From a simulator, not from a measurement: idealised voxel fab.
A process module follows: voxel capacitor over wiring.
We display cut, a cross-section 245 nm in width whose square cells are each 5 nm.
If you're reading a cross-section in this doc, picture square cells in a grid; it comes to you as bands, top ones listed first down to the bottom, and a band can be one or more rows of cells. In this notation a band is specified by the heights of its top and bottom, in that order and in nm, after which its materials appear from left to right, each paired with its width in nm. The word "edge to edge" attached to a single material means that material fills the band from edge to edge; the word "blank" stands for empty space. Measure heights from 0. That's the level where, below it, the as-received wafer is all one material. The lowest band is bottomless and extends downward; write it as in "from 0 down". Think of "30->40" as a width that walks from the first number to the second as you go down the band, top row to bottom row, taking equal-sized steps from row to row. Take "nothing different" at face value: in the step it is given for, the cross-section changed in none of its cells. "Enclosed void list" enumerates empty spaces isolated from the top, with no open way to it, that contain at least 8 cells, giving each as width x height at distance from the left edge, all three in nm. Note: text after step settings on the step line = simulator remark on that step. "overlay nm", when on a step's line for a step with a mask, measures how far to the right of its planned place the mask lay; a negative measure means to the left.
Plan
1,RECEIVE (material Si)
2,CONFORMAL_DEP (material SiO2; thk nm 10)
3,DIRECTIONAL_DEP (material TiN; thk nm 5)
4,DIRECTIONAL_DEP (material Ru; thk nm 15)
5,PATTERN (tone cover; mask id METAL_1; material resist; width nm 20; pitch nm 85; thk nm 20; overlay nm 0)
6,DIRECTIONAL_ETCH (etch materials Ru; depth nm 15)
7,DIRECTIONAL_ETCH (etch materials TiN; depth nm 5)
8,STRIP (etch materials resist)
9,CONFORMAL_DEP (material SiN; thk nm 5)
10,FILL_DEP (material SiO2; thk nm 10)
11,CMP (height nm 30)
12,CONFORMAL_DEP (material SiCN; thk nm 5)
13,DIRECTIONAL_DEP (material SiO2; thk nm 15)
14,DIRECTIONAL_DEP (material aC; thk nm 10)
15,PATTERN (tone open; mask id PLUG_1; material resist; width nm 15; thk nm 25; overlay nm 0)
16,DIRECTIONAL_ETCH (etch materials aC; depth nm 10)
17,STRIP (etch materials resist)
18,DIRECTIONAL_ETCH (etch materials SiO2; depth nm 15)
19,DIRECTIONAL_ETCH (etch materials SiCN; depth nm 5)
20,STRIP (etch materials aC)
21,EPI (material Ru; thk nm 10)
22,EPI (material Ru; thk nm 10)
23,DIRECTIONAL_DEP (material TiN; thk nm 10)
24,DIRECTIONAL_DEP (material SiN; thk nm 5)
25,DIRECTIONAL_DEP (material TiN; thk nm 10)
26,PATTERN (tone cover; mask id UPPER_PLATE; material resist; width nm 70; thk nm 15; overlay nm 0)
27,DIRECTIONAL_ETCH (etch materials TiN; depth nm 10)
28,DIRECTIONAL_ETCH (etch materials SiN; depth nm 5)
29,STRIP (etch materials resist)
30,PATTERN (tone cover; mask id LOWER_PLATE; material resist; width nm 80; thk nm 15; overlay nm 0)
31,DIRECTIONAL_ETCH (etch materials TiN; depth nm 10)
32,STRIP (etch materials resist)
33,FILL_DEP (material SiO2; thk nm 20)
34,CMP (height nm 90)
35,PATTERN (tone open; mask id PLUG_2; material resist; width nm 15; thk nm 15; overlay nm 0)
36,DIRECTIONAL_ETCH (etch materials SiO2; depth nm 15)
37,STRIP (etch materials resist)
38,CONFORMAL_DEP (material TiN; thk nm 5)
39,FILL_DEP (material W; thk nm 10)
40,CMP (height nm 90)
41,CONFORMAL_DEP (material SiN; thk nm 5)
Among the wafers covered here, the point of difference is the width nm at step 35; their starting state is shared, and the plan presents the value of the first wafer.
Cross-section of the first of several received wafers, showing its state after step 1
- from 0 down: Si edge to edge
- Enclosed void list: none
Wafer rows; end of module; cells per material since receipt: (+) gained, (-) lost; then closed voids
width nm 15, +36 Ru, +46 SiCN, +116 SiN, +656 SiO2, +75 TiN, +2 W, Enclosed void list: none
width nm 20, +36 Ru, +46 SiCN, +116 SiN, +653 SiO2, +76 TiN, +4 W, Enclosed void list: none
width nm 25, +36 Ru, +46 SiCN, +116 SiN, +650 SiO2, +77 TiN, +6 W, Enclosed void list: none
width nm 30, +36 Ru, +46 SiCN, +116 SiN, +647 SiO2, +78 TiN, +8 W, Enclosed void list: none
